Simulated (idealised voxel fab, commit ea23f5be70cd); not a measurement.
Process module under the name voxel self aligned contacts
Each square cell in cross-section cut measures 5 nm, and the section as a whole is 220 nm wide.
This document writes a cross-section as a grid whose cells are square, and gives it as bands, listed from the top down; one or more rows of cells form a band. Band entry format. Leading values: height of top, height of bottom, nm. Remainder: materials in left-to-right order, each with its width in nm. Special words: "all across" on a single material, which then fills the band edge to edge; "blank", empty space. Heights are reckoned from 0. Under this level, the received wafer is all of one material. The bottommost band is open-ended downward, for example "0 and below". Top row gets the first number, bottom row gets the second, and each row in between changes by the same step: that is how a band width like "30 to 40" works. "no change occurred" after a step means that no cell of the cross-section changed. Closed-off voids of 8+ cells (no open route to the top) go in "Non-vented voids", written width x height at distance from the left edge, in nm. Note: text after step settings on the step line = simulator remark on that step. "overlay nm", when on a step's line for a step with a mask, measures how far to the right of its planned place the mask lay; a negative measure means to the left.
Process steps foreseen in the plan
- 1: RECEIVE, material Si
- 2: CONFORMAL_DEP, material SiO2, thk nm 5
- 3: DIRECTIONAL_DEP, material polySi, thk nm 25
- 4: DIRECTIONAL_DEP, material SiN, thk nm 15
- 5: PATTERN, tone cover, mask id GATE, material resist, width nm 35, pitch nm 70, thk nm 20, overlay nm 0
- 6: DIRECTIONAL_ETCH, etch materials SiN, depth nm 15
- 7: DIRECTIONAL_ETCH, etch materials polySi, depth nm 25
- 8: STRIP, etch materials resist
- 9: CONFORMAL_DEP, material SiN, thk nm 5
- 10: DIRECTIONAL_ETCH, etch materials SiN, depth nm 5
- 11: FILL_DEP, material SiO2, thk nm 10
- 12: CMP, height nm 50
- 13: DIRECTIONAL_DEP, material aC, thk nm 10
- 14: PATTERN, tone open, mask id CONTACT, material resist, width nm 55, pitch nm 70, thk nm 30, overlay nm 0
- 15: DIRECTIONAL_ETCH, etch materials aC, depth nm 10
- 16: STRIP, etch materials resist
- 17: DIRECTIONAL_ETCH, etch materials SiO2, depth nm 50
- 18: STRIP, etch materials aC
- 19: CONFORMAL_DEP, material TiN, thk nm 5
- 20: FILL_DEP, material Ru, thk nm 10
- 21: CMP, height nm 50
- 22: CONFORMAL_DEP, material SiCN, thk nm 5
Cross-section: wafer on arrival = after step 1
* 0 and below: Si all across
* Non-vented voids: none
The first of two wafers, cross-sectioned at the end of the module, with the run proceeding as planned
* 55 down to 50: SiCN all across
* 50 down to 45: 45 nm SiO2 / 20 nm TiN / 15 nm Ru / 20 nm TiN / 15 nm SiO2 / 20 nm TiN / 15 nm Ru / 20 nm TiN / 50 nm SiO2
* 45 down to 30: 15 nm SiO2 / 45 nm SiN / 5 nm TiN / 15 nm Ru / 5 nm TiN / 45 nm SiN / 5 nm TiN / 15 nm Ru / 5 nm TiN / 45 nm SiN / 20 nm SiO2
* 30 down to 5: 15 nm SiO2 / 5 nm SiN / 35 nm polySi / 5 nm SiN / 5 nm TiN / 15 nm Ru / 5 nm TiN / 5 nm SiN / 35 nm polySi / 5 nm SiN / 5 nm TiN / 15 nm Ru / 5 nm TiN / 5 nm SiN / 35 nm polySi / 5 nm SiN / 20 nm SiO2
* 5 down to 0: 60 nm SiO2 / 25 nm TiN / 45 nm SiO2 / 25 nm TiN / 65 nm SiO2
* 0 and below: Si all across
* Non-vented voids: none
What the second wafer looks like in cross-section once the module is done. Its start and its plan matched the first wafer's exactly; what differed was one mistake in how it was run
* 55 down to 50: SiN all across
* 50 down to 45: 45 nm SiO2 / 20 nm TiN / 15 nm Ru / 20 nm TiN / 15 nm SiO2 / 20 nm TiN / 15 nm Ru / 20 nm TiN / 50 nm SiO2
* 45 down to 30: 15 nm SiO2 / 45 nm SiN / 5 nm TiN / 15 nm Ru / 5 nm TiN / 45 nm SiN / 5 nm TiN / 15 nm Ru / 5 nm TiN / 45 nm SiN / 20 nm SiO2
* 30 down to 5: 15 nm SiO2 / 5 nm SiN / 35 nm polySi / 5 nm SiN / 5 nm TiN / 15 nm Ru / 5 nm TiN / 5 nm SiN / 35 nm polySi / 5 nm SiN / 5 nm TiN / 15 nm Ru / 5 nm TiN / 5 nm SiN / 35 nm polySi / 5 nm SiN / 20 nm SiO2
* 5 down to 0: 60 nm SiO2 / 25 nm TiN / 45 nm SiO2 / 25 nm TiN / 65 nm SiO2
* 0 and below: Si all across
* Non-vented voids: none
what went wrong: off-plan run, step 22, actual operation and settings CONFORMAL_DEP, material SiN, thk nm 5
Cell-count delta at end, second wafer over first, by material: 44 fewer of SiCN | 44 more of SiN
